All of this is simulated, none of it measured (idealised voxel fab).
process module | voxel quadruple lines
cross-section cut | 285 nm wide | cells 5 nm
A cross-section is a grid of square cells, given in bands from the top down. A band is one or more rows of cells.
Each band's line starts with the height of the band's top and of its bottom, in nm. Then come its materials from left to right, each with its width in nm. One material with "throughout" fills the band from edge to edge. "air" is empty space.
Height 0 is the level under which the wafer as received is all one material. The lowest band goes on downwards, as in "0 down".
A width such as "30 to 40" changes by the same amount from each row of cells to the next, from the band's top row to its bottom row.
"no change" after a step means that no cell of the cross-section changed.
closed voids: empty space of 8 cells or more with no open way to the top, each as width x height at its distance from the left edge, in nm
after a step's settings: what the simulator itself notes on the step
overlay nm, on a step with a mask: how far to the right of its planned place the mask lay; to the left if negative
plan
1 op RECEIVE | material Si
2 op CONFORMAL_DEP | material Al2O3 | thk nm 10
3 op DIRECTIONAL_DEP | material W | thk nm 10
4 op DIRECTIONAL_DEP | material polySi | thk nm 20
5 op DIRECTIONAL_DEP | material aC | thk nm 25
6 op PATTERN | tone cover | mask id MANDREL | material resist | width nm 30 | pitch nm 80 | thk nm 35 | overlay nm 0
7 op DIRECTIONAL_ETCH | etch materials aC | depth nm 25
8 op STRIP | etch materials resist
9 op CONFORMAL_DEP | material SiO2 | thk nm 10
10 op DIRECTIONAL_ETCH | etch materials SiO2 | depth nm 10
11 op STRIP | etch materials aC
12 op DIRECTIONAL_ETCH | etch materials polySi | depth nm 20
13 op STRIP | etch materials SiO2
14 op CONFORMAL_DEP | material SiCN | thk nm 10
15 op DIRECTIONAL_ETCH | etch materials SiCN | depth nm 10
16 op STRIP | etch materials polySi
17 op DIRECTIONAL_ETCH | etch materials W | depth nm 10
18 op STRIP | etch materials SiCN
first wafer, as planned
as received, after step 1
  0 down: Si throughout
  closed voids: none
after step 2
  10 to 0: Al2O3 throughout
  below 0: unchanged
after step 3
  20 to 10: W throughout
  below 10: unchanged
after step 4
  40 to 20: polySi throughout
  below 20: unchanged
after step 5
  65 to 40: aC throughout
  below 40: unchanged
after step 6
  100 to 65: air 85 | resist 30 | air 50 | resist 30 | air 90
  below 65: unchanged
after step 7
  75 to 65: air 85 | resist 30 | air 50 | resist 30 | air 90
  65 to 40: air 85 | aC 30 | air 50 | aC 30 | air 90
  below 40: unchanged
after step 8
  65 to 40: air 85 | aC 30 | air 50 | aC 30 | air 90
  below 40: unchanged
after step 9
  75 to 65: air 75 | SiO2 50 | air 30 | SiO2 50 | air 80
  65 to 50: air 75 | SiO2 10 | aC 30 | SiO2 10 | air 30 | SiO2 10 | aC 30 | SiO2 10 | air 80
  50 to 40: SiO2 85 | aC 30 | SiO2 50 | aC 30 | SiO2 90
  below 40: unchanged
after step 10
  65 to 40: air 75 | SiO2 10 | aC 30 | SiO2 10 | air 30 | SiO2 10 | aC 30 | SiO2 10 | air 80
  below 40: unchanged
after step 11
  65 to 40: air 75 | SiO2 10 | air 30 | SiO2 10 | air 30 | SiO2 10 | air 30 | SiO2 10 | air 80
  below 40: unchanged
after step 12
  65 to 40: air 75 | SiO2 10 | air 30 | SiO2 10 | air 30 | SiO2 10 | air 30 | SiO2 10 | air 80
  40 to 20: air 75 | polySi 10 | air 30 | polySi 10 | air 30 | polySi 10 | air 30 | polySi 10 | air 80
  below 20: unchanged
after step 13
  40 to 20: air 75 | polySi 10 | air 30 | polySi 10 | air 30 | polySi 10 | air 30 | polySi 10 | air 80
  below 20: unchanged
after step 14
  50 to 40: air 65 | SiCN 30 | air 10 | SiCN 30 | air 10 | SiCN 30 | air 10 | SiCN 30 | air 70
  40 to 30: air 65 | SiCN 10 | polySi 10 | SiCN 10 | air 10 | SiCN 10 | polySi 10 | SiCN 10 | air 10 | SiCN 10 | polySi 10 | SiCN 10 | air 10 | SiCN 10 | polySi 10 | SiCN 10 | air 70
  30 to 20: SiCN 75 | polySi 10 | SiCN 30 | polySi 10 | SiCN 30 | polySi 10 | SiCN 30 | polySi 10 | SiCN 80
  below 20: unchanged
after step 15
  40 to 20: air 65 | SiCN 10 | polySi 10 | SiCN 10 | air 10 | SiCN 10 | polySi 10 | SiCN 10 | air 10 | SiCN 10 | polySi 10 | SiCN 10 | air 10 | SiCN 10 | polySi 10 | SiCN 10 | air 70
  below 20: unchanged
after step 16
  40 to 20: air 65 | SiCN 10 | air 10 | SiCN 10 | air 10 | SiCN 10 | air 10 | SiCN 10 | air 10 | SiCN 10 | air 10 | SiCN 10 | air 10 | SiCN 10 | air 10 | SiCN 10 | air 70
  below 20: unchanged
after step 17
  40 to 20: air 65 | SiCN 10 | air 10 | SiCN 10 | air 10 | SiCN 10 | air 10 | SiCN 10 | air 10 | SiCN 10 | air 10 | SiCN 10 | air 10 | SiCN 10 | air 10 | SiCN 10 | air 70
  20 to 10: air 65 | W 10 | air 10 | W 10 | air 10 | W 10 | air 10 | W 10 | air 10 | W 10 | air 10 | W 10 | air 10 | W 10 | air 10 | W 10 | air 70
  below 10: unchanged
after step 18
  20 to 10: air 65 | W 10 | air 10 | W 10 | air 10 | W 10 | air 10 | W 10 | air 10 | W 10 | air 10 | W 10 | air 10 | W 10 | air 10 | W 10 | air 70
  below 10: unchanged
second wafer: like start, like plan, one mistake. Through step 5 it matches the first wafer
when step 6 should have ended
  100 to 65: air 80 | resist 40 | air 40 | resist 40 | air 85
  below 65: unchanged
when step 7 should have ended
  75 to 65: air 80 | resist 40 | air 40 | resist 40 | air 85
  65 to 40: air 80 | aC 40 | air 40 | aC 40 | air 85
  below 40: unchanged
when step 8 should have ended
  65 to 40: air 80 | aC 40 | air 40 | aC 40 | air 85
  below 40: unchanged
when step 9 should have ended
  75 to 65: air 70 | SiO2 60 | air 20 | SiO2 60 | air 75
  65 to 50: air 70 | SiO2 10 | aC 40 | SiO2 10 | air 20 | SiO2 10 | aC 40 | SiO2 10 | air 75
  50 to 40: SiO2 80 | aC 40 | SiO2 40 | aC 40 | SiO2 85
  below 40: unchanged
when step 10 should have ended
  65 to 40: air 70 | SiO2 10 | aC 40 | SiO2 10 | air 20 | SiO2 10 | aC 40 | SiO2 10 | air 75
  below 40: unchanged
when step 11 should have ended
  65 to 40: air 70 | SiO2 10 | air 40 | SiO2 10 | air 20 | SiO2 10 | air 40 | SiO2 10 | air 75
  below 40: unchanged
when step 12 should have ended
  65 to 40: air 70 | SiO2 10 | air 40 | SiO2 10 | air 20 | SiO2 10 | air 40 | SiO2 10 | air 75
  40 to 20: air 70 | polySi 10 | air 40 | polySi 10 | air 20 | polySi 10 | air 40 | polySi 10 | air 75
  below 20: unchanged
when step 13 should have ended
  40 to 20: air 70 | polySi 10 | air 40 | polySi 10 | air 20 | polySi 10 | air 40 | polySi 10 | air 75
  below 20: unchanged
when step 14 should have ended
  50 to 40: air 60 | SiCN 30 | air 20 | SiCN 60 | air 20 | SiCN 30 | air 65
  40 to 30: air 60 | SiCN 10 | polySi 10 | SiCN 10 | air 20 | SiCN 10 | polySi 10 | SiCN 20 | polySi 10 | SiCN 10 | air 20 | SiCN 10 | polySi 10 | SiCN 10 | air 65
  30 to 20: SiCN 70 | polySi 10 | SiCN 40 | polySi 10 | SiCN 20 | polySi 10 | SiCN 40 | polySi 10 | SiCN 75
  below 20: unchanged
when step 15 should have ended
  40 to 20: air 60 | SiCN 10 | polySi 10 | SiCN 10 | air 20 | SiCN 10 | polySi 10 | SiCN 20 | polySi 10 | SiCN 10 | air 20 | SiCN 10 | polySi 10 | SiCN 10 | air 65
  below 20: unchanged
when step 16 should have ended
  40 to 20: air 60 | SiCN 10 | air 10 | SiCN 10 | air 20 | SiCN 10 | air 10 | SiCN 20 | air 10 | SiCN 10 | air 20 | SiCN 10 | air 10 | SiCN 10 | air 65
  below 20: unchanged
when step 17 should have ended
  40 to 20: air 60 | SiCN 10 | air 10 | SiCN 10 | air 20 | SiCN 10 | air 10 | SiCN 20 | air 10 | SiCN 10 | air 20 | SiCN 10 | air 10 | SiCN 10 | air 65
  20 to 10: air 60 | W 10 | air 10 | W 10 | air 20 | W 10 | air 10 | W 20 | air 10 | W 10 | air 20 | W 10 | air 10 | W 10 | air 65
  below 10: unchanged
when step 18 should have ended
  20 to 10: air 60 | W 10 | air 10 | W 10 | air 20 | W 10 | air 10 | W 20 | air 10 | W 10 | air 20 | W 10 | air 10 | W 10 | air 65
  below 10: unchanged
what went wrong: step 6 ran as: op PATTERN | tone cover | mask id MANDREL | material resist | width nm 40 | pitch nm 80 | thk nm 35 | overlay nm 0
at the end the second wafer has, in cells: as many of each material as the first, in other places
